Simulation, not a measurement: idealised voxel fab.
process module | voxel wiring stack
cross-section cut | 235 nm wide | cells 5 nm
A cross-section is a grid of square cells, given in bands from the top down. A band is one or more rows of cells.
Each band's line starts with the height of the band's top and of its bottom, in nm. Then come its materials from left to right, each with its width in nm. One material with "throughout" fills the band from edge to edge. "air" is empty space.
Height 0 is the level under which the wafer as received is all one material. The lowest band goes on downwards, as in "0 down".
A width such as "30 to 40" changes by the same amount from each row of cells to the next, from the band's top row to its bottom row.
"no change" after a step means that no cell of the cross-section changed.
closed voids: empty space of 8 cells or more with no open way to the top, each as width x height at its distance from the left edge, in nm
after a step's settings: what the simulator itself notes on the step
overlay nm, on a step with a mask: how far to the right of its planned place the mask lay; to the left if negative
plan
1 op RECEIVE | material Si
2 op CONFORMAL_DEP | material SiO2 | thk nm 10
3 op CONFORMAL_DEP | material SiN | thk nm 5
4 op DIRECTIONAL_DEP | material lowk | thk nm 20
5 op DIRECTIONAL_DEP | material aC | thk nm 10
6 op PATTERN | tone open | mask id METAL_1 | material resist | width nm 20 | pitch nm 45 | thk nm 30 | overlay nm 0
7 op DIRECTIONAL_ETCH | etch materials aC | depth nm 10
8 op STRIP | etch materials resist
9 op DIRECTIONAL_ETCH | etch materials lowk | depth nm 20
10 op DIRECTIONAL_ETCH | etch materials SiN | depth nm 5
11 op STRIP | etch materials aC
12 op CONFORMAL_DEP | material TiN | thk nm 5
13 op FILL_DEP | material Ru | thk nm 5
14 op CMP | height nm 35
15 op CONFORMAL_DEP | material SiCN | thk nm 5
16 op DIRECTIONAL_DEP | material lowk | thk nm 35
17 op MASKED_ETCH | tone open | mask id METAL_2_HOLES | width nm 15 | pitch nm 45 | etch materials lowk | depth nm 35 | overlay nm 0
18 op DIRECTIONAL_DEP | material aC | thk nm 10
19 op PATTERN | tone open | mask id METAL_2 | material resist | width nm 20 | pitch nm 45 | thk nm 25 | overlay nm 0
20 op DIRECTIONAL_ETCH | etch materials aC | depth nm 10
21 op STRIP | etch materials resist
22 op DIRECTIONAL_ETCH | etch materials lowk | depth nm 20
23 op DIRECTIONAL_ETCH | etch materials SiCN | depth nm 5
24 op STRIP | etch materials aC
25 op CONFORMAL_DEP | material TiN | thk nm 5
26 op FILL_DEP | material Ru | thk nm 5
27 op CMP | height nm 75
28 op CONFORMAL_DEP | material SiCN | thk nm 5
as received, after step 1
  0 down: Si throughout
  closed voids: none
first wafer at the end, as planned
  80 to 75: SiCN throughout
  75 to 60: lowk 85 | TiN 5 | Ru 10 | TiN 5 | lowk 25 | TiN 5 | Ru 10 | TiN 5 | lowk 85
  60 to 55: lowk 85 | TiN 5 | Ru 5 | TiN 10 | lowk 25 | TiN 5 | Ru 5 | TiN 10 | lowk 85
  55 to 40: lowk 85 | TiN 5 | Ru 5 | TiN 5 | lowk 30 | TiN 5 | Ru 5 | TiN 5 | lowk 90
  40 to 35: SiCN 85 | TiN 15 | SiCN 30 | TiN 15 | SiCN 90
  35 to 15: lowk 85 | TiN 5 | Ru 10 | TiN 5 | lowk 25 | TiN 5 | Ru 10 | TiN 5 | lowk 85
  15 to 10: SiN 85 | TiN 20 | SiN 25 | TiN 20 | SiN 85
  10 to 0: SiO2 throughout
  0 down: Si throughout
  closed voids: none
second wafer at the end: like start, like plan, one mistake
  80 to 75: SiCN throughout
  75 to 70: SiCN 85 | TiN 20 | SiCN 25 | TiN 20 | SiCN 85
  70 to 35: lowk throughout
  35 to 15: lowk 85 | TiN 5 | Ru 10 | TiN 5 | lowk 25 | TiN 5 | Ru 10 | TiN 5 | lowk 85
  15 to 10: SiN 85 | TiN 20 | SiN 25 | TiN 20 | SiN 85
  10 to 0: SiO2 throughout
  0 down: Si throughout
  closed voids: none
what went wrong: steps 15 and 16 were swapped
at the end the second wafer has, in cells: 20 fewer of Ru | 2 fewer of SiCN | 28 fewer of TiN | 50 more of lowk
